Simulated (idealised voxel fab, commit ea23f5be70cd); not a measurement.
process module | voxel local oxidation
cross-section cut | 210 nm wide | cells 5 nm
A cross-section is a grid of square cells, given in bands from the top down. A band is one or more rows of cells.
Each band's line starts with the height of the band's top and of its bottom, in nm. Then come its materials from left to right, each with its width in nm. One material with "throughout" fills the band from edge to edge. "air" is empty space.
Height 0 is the level under which the wafer as received is all one material. The lowest band goes on downwards, as in "0 down".
A width such as "30 to 40" changes by the same amount from each row of cells to the next, from the band's top row to its bottom row.
"no change" after a step means that no cell of the cross-section changed.
closed voids: empty space of 8 cells or more with no open way to the top, each as width x height at its distance from the left edge, in nm
after a step's settings: what the simulator itself notes on the step
overlay nm, on a step with a mask: how far to the right of its planned place the mask lay; to the left if negative
plan
1 op RECEIVE | material Si
2 op OXIDIZE | depth nm 5
3 op CONFORMAL_DEP | material SiN | thk nm 10
4 op DIRECTIONAL_DEP | material aC | thk nm 15
5 op PATTERN | tone cover | mask id ACTIVE | material resist | width nm 90 | thk nm 30 | overlay nm 0
6 op DIRECTIONAL_ETCH | etch materials aC | depth nm 15
7 op STRIP | etch materials resist
8 op DIRECTIONAL_ETCH | etch materials SiN | depth nm 10
9 op STRIP | etch materials aC
10 op SELECTIVE_ETCH | etch materials SiO2 | depth nm 5
11 op OXIDIZE | depth nm 15
12 op STRIP | etch materials SiN
as received, after step 1
  0 down: Si throughout
  closed voids: none
a wafer at the end: this start, this plan, one mistake
  0 to -5: SiO2 55 | air 100 | SiO2 55
  -5 to -20: Si 40 | SiO2 130 | Si 40
  -20 down: Si throughout
  closed voids: none
what went wrong: step 5 ran as: op PATTERN | tone open | mask id ACTIVE | material resist | width nm 90 | thk nm 30 | overlay nm 0
